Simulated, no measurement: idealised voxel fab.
Process module under the name voxel gate over fins
Xsec cut, 240 nm wide, square cell size 5 nm.
Cross-section format: a grid of square cells, given as bands from top to bottom; each band is one or more rows of cells.
Quick guide to a band line: top height, bottom height (nm) up front; then every material left to right with its width in nm. Only one material and it's marked "everywhere"? Then it fills the band edge to edge. And "empty" just means empty space.
It should be noted that heights are counted from 0, beneath which the wafer as supplied is of one material throughout, and that the lowest band possesses no lower boundary but continues downward, as written in "0 down".
You'd read "30 to 40" like this: the band's top row of cells is as wide as the first number, its bottom row is as wide as the second, and going down, every row changes width by the same amount as the row before did.
"no alterations made" -> step changed no cross-section cell.
Look at "Encapsulated voids" for the closed voids: empty spaces with no open path to the top, sized 8 cells or up. Each is width x height at distance, distance from the left edge, all nm.
That trailing text on a step's line, after the settings, is the simulator's own remark on the step.
overlay nm: mask offset rightward from planned place, masked step; negative means leftward offset.
Steps in the process plan
1: RECEIVE (material Si)
2: CONFORMAL_DEP (material SiN; thk nm 10)
3: DIRECTIONAL_DEP (material aC; thk nm 15)
4: PATTERN (tone cover; mask id FINS; material resist; width nm 15; pitch nm 35; thk nm 30; overlay nm 0)
5: DIRECTIONAL_ETCH (etch materials aC; depth nm 15)
6: STRIP (etch materials resist)
7: DIRECTIONAL_ETCH (etch materials SiN; depth nm 10)
8: DIRECTIONAL_ETCH (etch materials Si; depth nm 35)
9: STRIP (etch materials aC)
10: OXIDIZE (depth nm 5)
11: FILL_DEP (material SiO2; thk nm 5)
12: CMP (height nm 10)
13: SELECTIVE_ETCH (etch materials SiO2; depth nm 25)
14: STRIP (etch materials SiN)
15: CONFORMAL_DEP (material HfO2; thk nm 5)
16: CONFORMAL_DEP (material TiN; thk nm 5)
17: FILL_DEP (material W; thk nm 10)
18: CMP (height nm 15)
19: CONFORMAL_DEP (material SiN; thk nm 5)
As received (post step 1): cross-section
    0 down = Si everywhere
    Encapsulated voids: none
Wafer at module end, in section. Began as above, planned as above, run with one mistake
    20 to 15 = SiN everywhere
    15 to 10 = W everywhere
    10 to 5 = W 70 nm, then TiN 25 nm, then W 10 nm, then TiN 25 nm, then W 10 nm, then TiN 25 nm, then W 75 nm
    5 to 0 = W 70 nm, then TiN 5 nm, then HfO2 15 nm, then TiN 5 nm, then W 10 nm, then TiN 5 nm, then HfO2 15 nm, then TiN 5 nm, then W 10 nm, then TiN 5 nm, then HfO2 15 nm, then TiN 5 nm, then W 75 nm
    0 to -30 = W 70 nm, then TiN 5 nm, then HfO2 5 nm, then Si 5 nm, then HfO2 5 nm, then TiN 5 nm, then W 10 nm, then TiN 5 nm, then HfO2 5 nm, then Si 5 nm, then HfO2 5 nm, then TiN 5 nm, then W 10 nm, then TiN 5 nm, then HfO2 5 nm, then Si 5 nm, then HfO2 5 nm, then TiN 5 nm, then W 75 nm
    -30 to -35 = TiN 75 nm, then HfO2 5 nm, then Si 5 nm, then HfO2 5 nm, then TiN 20 nm, then HfO2 5 nm, then Si 5 nm, then HfO2 5 nm, then TiN 20 nm, then HfO2 5 nm, then Si 5 nm, then HfO2 5 nm, then TiN 80 nm
    -35 to -40 = HfO2 80 nm, then Si 5 nm, then HfO2 30 nm, then Si 5 nm, then HfO2 30 nm, then Si 5 nm, then HfO2 85 nm
    -40 down = Si everywhere
    Encapsulated voids: none
Deviation noted in wafer processing: twice over, step 13 of the plan was run
